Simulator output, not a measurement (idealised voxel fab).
process module | voxel self aligned contacts
cross-section cut | 185 nm wide | cells 5 nm
A cross-section is a grid of square cells, given in bands from the top down. A band is one or more rows of cells.
Each band's line starts with the height of the band's top and of its bottom, in nm. Then come its materials from left to right, each with its width in nm. One material with "throughout" fills the band from edge to edge. "air" is empty space.
Height 0 is the level under which the wafer as received is all one material. The lowest band goes on downwards, as in "0 down".
A width such as "30 to 40" changes by the same amount from each row of cells to the next, from the band's top row to its bottom row.
"no change" after a step means that no cell of the cross-section changed.
closed voids: empty space of 8 cells or more with no open way to the top, each as width x height at its distance from the left edge, in nm
after a step's settings: what the simulator itself notes on the step
overlay nm, on a step with a mask: how far to the right of its planned place the mask lay; to the left if negative
plan
1 op RECEIVE | material Si
2 op CONFORMAL_DEP | material SiO2 | thk nm 5
3 op DIRECTIONAL_DEP | material polySi | thk nm 25
4 op DIRECTIONAL_DEP | material SiN | thk nm 25
5 op DIRECTIONAL_DEP | material aC | thk nm 15
6 op PATTERN | tone cover | mask id GATE | material resist | width nm 35 | pitch nm 70 | thk nm 30 | overlay nm 0
7 op DIRECTIONAL_ETCH | etch materials aC | depth nm 15
8 op STRIP | etch materials resist
9 op DIRECTIONAL_ETCH | etch materials SiN | depth nm 25
10 op DIRECTIONAL_ETCH | etch materials polySi | depth nm 25
11 op STRIP | etch materials aC
12 op CONFORMAL_DEP | material SiN | thk nm 10
13 op DIRECTIONAL_ETCH | etch materials SiN | depth nm 10
14 op FILL_DEP | material SiO2 | thk nm 10
15 op CMP | height nm 60
16 op PATTERN | tone open | mask id CONTACT | material resist | width nm 55 | thk nm 20 | overlay nm 0
17 op DIRECTIONAL_ETCH | etch materials SiO2 | depth nm 60
18 op STRIP | etch materials resist
19 op CONFORMAL_DEP | material TiN | thk nm 5
20 op FILL_DEP | material W | thk nm 5
21 op CMP | height nm 60
22 op CONFORMAL_DEP | material SiCN | thk nm 5
as received, after step 1
  0 down: Si throughout
  closed voids: none
a wafer at the end: this start, this plan, one mistake
  65 to 60: SiCN throughout
  60 to 55: SiO2 30 | SiN 55 | TiN 15 | SiN 55 | SiO2 30
  55 to 30: SiN throughout
  30 to 5: polySi throughout
  5 to 0: SiO2 throughout
  0 down: Si throughout
  closed voids: none
what went wrong: step 4 was run twice
